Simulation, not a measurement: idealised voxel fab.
Process module heading - voxel trench capacitor
The cross-section shown here is cut; it is 140 nm wide and divided into square cells measuring 5 nm on a side.
The cross-sections in this document take the form of a grid made of square cells. They are written out as bands, in order from top to bottom. Each band consists of one or more rows of cells.
What a band's entry tells you: where the top is and where the bottom is, as heights in nm, and after that what lies inside, material by material from left to right, each with its width in nm. Empty space is written as the word "empty", and a single material marked with the word "edge to edge" occupies the band from edge to edge.
Heights from 0 (as-received wafer is one material below). Bottom band endless downward, as "0 and below".
Read "30 to 40" as a graded width: first number on top, second number at the bottom, same change between each pair of neighbouring rows.
Given "no change" for a step, no cell of the cross-section differs between before and after that step.
The entry titled "Enclosed void list" provides the empty spaces that have no open way to the top, restricted to those of 8 cells or more. Each is presented as width x height at distance, the distance being measured from the left edge, with all three in nm.
Formally, on a step line, whatever follows the settings is a remark that the simulator itself makes on the step.
overlay nm: how far to the right of its planned place the mask lay on this masked step (negative: to the left).
[Listed below are the process steps as planned]
1 RECEIVE | material Si
2 CONFORMAL_DEP | material SiN | thk nm 10
3 PATTERN | tone open | mask id TRENCH | material resist | width nm 15 | pitch nm 40 | thk nm 15 | overlay nm 0
4 DIRECTIONAL_ETCH | etch materials SiN | depth nm 10
5 DIRECTIONAL_ETCH | etch materials Si | depth nm 25
6 STRIP | etch materials resist
7 CONFORMAL_DEP | material SiO2 | thk nm 5
8 FILL_DEP | material polySi | thk nm 10
9 CMP | height nm 10
The wafers in this document start out alike and differ in the width nm applied at step 3; the plan shows the value used for the first wafer.
[The first of several wafers as received, shown in cross-section; this is its state after step 1]
- 0 and below | Si edge to edge
- Enclosed void list: none
[End of module, by wafer: material-by-material cell gain (+) or loss (-) since receipt, then closed voids]
width nm 15 | -30 Si | +44 SiN | +30 SiO2 | +12 polySi | Enclosed void list: none
width nm 20 | -40 Si | +40 SiN | +32 SiO2 | +24 polySi | Enclosed void list: none
width nm 25 | -50 Si | +36 SiN | +34 SiO2 | +36 polySi | Enclosed void list: none
